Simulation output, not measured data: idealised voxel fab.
Module name: voxel plated lines (process module)
Each square cell in cross-section cut measures 5 nm, and the section as a whole is 240 nm wide.
How to read a cross-section here: the picture is a grid of square cells, written as bands going from the top down, and any band can span one or more rows of cells. Heights first: top, then bottom, in nm. Then materials, left to right, each with a width in nm. "all across" on a single material: fills the band edge to edge. "blank": empty space. Convention: height 0 is the level below which the wafer, as received, is all one material. The lowest band does not terminate at the bottom but continues downward, represented as "0 nm and below". The two numbers in a width such as "30->40" mark its ends across the band: the first belongs to the top row of cells, the second to the bottom row, and from each row to the next the width moves by the same amount. It should be understood that the words "no modifications", when stated for a given step, signify that the cross-section underwent no change in any of its cells during that step. "Closed internal cavities" contains a list of empty spaces, each no smaller than 8 cells and without an open way to the top, written in the form width x height at distance with the distance from the left edge and all three in nm. On a step's line, text after the settings is the simulator commenting on that step. "overlay nm" denotes, for a step that has a mask, the displacement of the mask to the right of its planned place, with negative values corresponding to the left.

The process steps that were planned are listed below
1) RECEIVE (material Si)
2) CONFORMAL_DEP (material SiN; thk nm 15)
3) DIRECTIONAL_DEP (material TiN; thk nm 5)
4) PATTERN (tone open; mask id LINES; material resist; width nm 15; pitch nm 50; thk nm 35; overlay nm 0)
5) EPI (material Ru; thk nm 5)
6) EPI (material Ru; thk nm 5)
7) EPI (material Ru; thk nm 10)
8) STRIP (etch materials resist)
9) DIRECTIONAL_ETCH (etch materials TiN; depth nm 5)
10) CONFORMAL_DEP (material SiN; thk nm 10)
What sets these wafers apart? The width nm at step 4. They all start alike, and the plan carries the first wafer's value.

Cross-sectional view of the first of several wafers in the as-received condition, corresponding to the state following step 1
> 0 nm and below: Si all across
> Closed internal cavities: none

Module end state after final step 10: cross-section of the first of several wafers
> 50 nm to 40 nm: blank: 55  SiN: 35  blank: 15  SiN: 35  blank: 15  SiN: 35  blank: 50
> 40 nm to 25 nm: blank: 55  SiN: 10  Ru: 15  SiN: 10  blank: 15  SiN: 10  Ru: 15  SiN: 10  blank: 15  SiN: 10  Ru: 15  SiN: 10  blank: 50
> 25 nm to 20 nm: SiN: 65  Ru: 15  SiN: 35  Ru: 15  SiN: 35  Ru: 15  SiN: 60
> 20 nm to 15 nm: SiN: 65  TiN: 15  SiN: 35  TiN: 15  SiN: 35  TiN: 15  SiN: 60
> 15 nm to 0 nm: SiN all across
> 0 nm and below: Si all across
> Closed internal cavities: none

Last wafer, end of module, cross-section
> 50 nm to 40 nm: blank: 45  SiN: 155  blank: 40
> 40 nm to 25 nm: blank: 45  SiN: 10  Ru: 35  SiN: 15  Ru: 35  SiN: 15  Ru: 35  SiN: 10  blank: 40
> 25 nm to 20 nm: SiN: 55  Ru: 35  SiN: 15  Ru: 35  SiN: 15  Ru: 35  SiN: 50
> 20 nm to 15 nm: SiN: 55  TiN: 35  SiN: 15  TiN: 35  SiN: 15  TiN: 35  SiN: 50
> 15 nm to 0 nm: SiN all across
> 0 nm and below: Si all across
> Closed internal cavities: none

Note: the following table is arranged by wafer, a row apiece. Each row reports the end-of-module state: per material, cells gained (+) or cells lost (-) compared with the wafer as received; closed voids follow
width nm 15 | +36 Ru | +300 SiN | +9 TiN | Closed internal cavities: none
width nm 20 | +48 Ru | +300 SiN | +12 TiN | Closed internal cavities: none
width nm 25 | +60 Ru | +300 SiN | +15 TiN | Closed internal cavities: none
width nm 30 | +72 Ru | +300 SiN | +18 TiN | Closed internal cavities: none
width nm 35 | +84 Ru | +290 SiN | +21 TiN | Closed internal cavities: none
